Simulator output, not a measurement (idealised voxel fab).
Herein follows the process module entitled voxel self aligned vias.
Section shown: cut. Width: 285 nm. Cell size: 5 nm, square.
How to read a cross-section here: the picture is a grid of square cells, written as bands going from the top down, and any band can span one or more rows of cells.
Quick guide to a band line: top height, bottom height (nm) up front; then every material left to right with its width in nm. Only one material and it's marked "all across"? Then it fills the band edge to edge. And "empty" just means empty space.
Ref level 0: as-received wafer is one material below here. Bottom band extends down with no lower bound ("0 -> down").
Width: "30 to 40" (first number = top row, second number = bottom row, same change from row to row of cells).
Step note "no modification" = no cross-section cell changed.
Enclosed voids (no open way to top), threshold 8 cells or more, entry "Sealed internal voids", notation width x height at distance, distance from left edge, nm.
after a step's settings: what the simulator itself notes on the step
"overlay nm" answers the question of how far to the right of plan the mask lay on a step that has a mask, and when it is negative the answer is to the left.
# Set out below are the planned steps of the process
1 op RECEIVE | material Si
2 op CONFORMAL_DEP | material SiO2 | thk nm 15
3 op CONFORMAL_DEP | material SiCN | thk nm 5
4 op DIRECTIONAL_DEP | material SiO2 | thk nm 20
5 op PATTERN | tone open | mask id LINES | material resist | width nm 20 | pitch nm 45 | thk nm 15 | overlay nm 0
6 op DIRECTIONAL_ETCH | etch materials SiO2 | depth nm 20
7 op STRIP | etch materials resist
8 op CONFORMAL_DEP | material TiN | thk nm 5
9 op FILL_DEP | material W | thk nm 5
10 op CMP | height nm 40
11 op SELECTIVE_ETCH | etch materials W Ru TiN | depth nm 5
12 op FILL_DEP | material SiN | thk nm 10
13 op CMP | height nm 40
14 op DIRECTIONAL_DEP | material SiO2 | thk nm 15
15 op DIRECTIONAL_DEP | material aC | thk nm 15
16 op PATTERN | tone open | mask id VIAS | material resist | width nm 30 | thk nm 30 | overlay nm 0
17 op DIRECTIONAL_ETCH | etch materials aC | depth nm 15
18 op STRIP | etch materials resist
19 op DIRECTIONAL_ETCH | etch materials SiO2 | depth nm 15
20 op DIRECTIONAL_ETCH | etch materials SiN | depth nm 5
21 op STRIP | etch materials aC
22 op CONFORMAL_DEP | material TiN | thk nm 5
23 op FILL_DEP | material W | thk nm 5
24 op CMP | height nm 55
25 op CONFORMAL_DEP | material SiN | thk nm 5
# Received-state cross-section, reflecting completion of step 1
  0 -> down  Si all across
  Sealed internal voids: none
# Cross-section at module end, one run error; start and plan unchanged from above
  60 -> 55  SiN all across
  55 -> 45  SiO2=105, TiN=5, SiCN=20, TiN=5, SiO2=150
  45 -> 40  SiO2=105, TiN=10, SiCN=10, TiN=10, SiO2=150
  40 -> 35  SiO2=110, TiN=20, SiO2=25, SiN=20, SiO2=110
  35 -> 25  SiO2=110, TiN=5, W=10, TiN=5, SiO2=25, TiN=5, W=10, TiN=5, SiO2=110
  25 -> 20  SiO2=110, TiN=20, SiO2=25, TiN=20, SiO2=110
  20 -> 15  SiCN all across
  15 -> 0  SiO2 all across
  0 -> down  Si all across
  Sealed internal voids: none
What was done differently from what was planned? in deviation from the planned setting, step 23 was conducted as op FILL_DEP | material SiCN | thk nm 5
